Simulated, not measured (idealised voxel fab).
Module name: voxel double patterning (process module)
Cross-section cut: width 255 nm, square cells of 5 nm.
This document writes a cross-section as a grid whose cells are square, and gives it as bands, listed from the top down; one or more rows of cells form a band.
Look at the band entry: it leads with the top's height and the bottom's height in nm. Then it lists the materials left to right, with a width in nm for each. The word "throughout" on a single material says that material fills the band edge to edge. The word "empty" is empty space.
Heights are reckoned from 0. Under this level, the received wafer is all of one material. The bottommost band is open-ended downward, for example "0 nm and below".
Width "30->40": first value at the band's top row of cells, second value at its bottom row, equal change from row to row.
What does "remains unaltered" mean for a step? It means no cell of the cross-section changed in that step.
Look at "Trapped cavities" for the closed voids: empty spaces with no open path to the top, sized 8 cells or up. Each is width x height at distance, distance from the left edge, all nm.
Heads up: the bit after the settings on a step's line is the simulator's remark on that step.
If you see "overlay nm" on a step's line and that step has a mask, it's telling you how far right of where it was planned the mask ended up; a negative number means it went left instead.
## So here's the lineup of process steps we planned
1 op RECEIVE | material Si
2 op CONFORMAL_DEP | material SiN | thk nm 10
3 op DIRECTIONAL_DEP | material SiO2 | thk nm 15
4 op DIRECTIONAL_DEP | material SiCN | thk nm 5
5 op DIRECTIONAL_DEP | material aC | thk nm 10
6 op PATTERN | tone open | mask id FIRST | material resist | width nm 15 | pitch nm 50 | thk nm 25 | overlay nm 0
7 op DIRECTIONAL_ETCH | etch materials aC | depth nm 10
8 op STRIP | etch materials resist
9 op DIRECTIONAL_ETCH | etch materials SiCN | depth nm 5
10 op STRIP | etch materials aC
11 op MASKED_ETCH | tone open | mask id SECOND | width nm 15 | etch materials SiCN | depth nm 5 | overlay nm 0
12 op DIRECTIONAL_ETCH | etch materials SiO2 | depth nm 15
13 op STRIP | etch materials SiCN
All wafers enter the flow in the same state. The width nm at step 11 differs from wafer to wafer, and the plan gives the value for the first wafer.
## Cross-section of the first incoming wafer of several, state after step 1
> 0 nm and below | Si throughout
> Trapped cavities: none
## each wafer at the end: cells of each material gained (+) or lost (-) since it was received, then its closed voids
width nm 15 | +102 SiN | +126 SiO2 | Trapped cavities: none
width nm 20 | +102 SiN | +123 SiO2 | Trapped cavities: none
width nm 25 | +102 SiN | +120 SiO2 | Trapped cavities: none
width nm 30 | +102 SiN | +117 SiO2 | Trapped cavities: none
